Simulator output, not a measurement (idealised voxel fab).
process module | voxel released beams
cross-section cut | 255 nm wide | cells 5 nm
A cross-section is a grid of square cells, given in bands from the top down. A band is one or more rows of cells.
Each band's line starts with the height of the band's top and of its bottom, in nm. Then come its materials from left to right, each with its width in nm. One material with "throughout" fills the band from edge to edge. "air" is empty space.
Height 0 is the level under which the wafer as received is all one material. The lowest band goes on downwards, as in "0 down".
A width such as "30 to 40" changes by the same amount from each row of cells to the next, from the band's top row to its bottom row.
"no change" after a step means that no cell of the cross-section changed.
closed voids: empty space of 8 cells or more with no open way to the top, each as width x height at its distance from the left edge, in nm
after a step's settings: what the simulator itself notes on the step
overlay nm, on a step with a mask: how far to the right of its planned place the mask lay; to the left if negative
plan
1 op RECEIVE | material Si
2 op CONFORMAL_DEP | material Al2O3 | thk nm 10
3 op DIRECTIONAL_DEP | material SiO2 | thk nm 15
4 op PATTERN | tone open | mask id ANCHOR | material resist | width nm 35 | thk nm 15 | overlay nm 0
5 op DIRECTIONAL_ETCH | etch materials SiO2 | depth nm 15
6 op STRIP | etch materials resist
7 op CONFORMAL_DEP | material polySi | thk nm 10
8 op PATTERN | tone cover | mask id BEAM | material resist | width nm 120 | thk nm 15 | overlay nm 0
9 op DIRECTIONAL_ETCH | etch materials polySi | depth nm 10
10 op STRIP | etch materials resist
11 op STRIP | etch materials SiO2
as received, after step 1
  0 down: Si throughout
  closed voids: none
first wafer at the end, as planned
  35 to 25: air 65 | polySi 15 | air 15 | polySi 90 | air 70
  25 to 20: air 70 | polySi 10 | air 15 | polySi 10 | air 150
  20 to 10: air 70 | polySi 35 | air 150
  10 to 0: Al2O3 throughout
  0 down: Si throughout
  closed voids: none
second wafer at the end: like start, like plan, one mistake
  30 to 20: air 65 | polySi 15 | air 15 | polySi 90 | air 70
  20 to 10: air 70 | polySi 35 | air 150
  10 to 0: Al2O3 throughout
  0 down: Si throughout
  closed voids: none
what went wrong: step 3 ran as: op DIRECTIONAL_DEP | material SiO2 | thk nm 10
at the end the second wafer has, in cells: 4 fewer of polySi
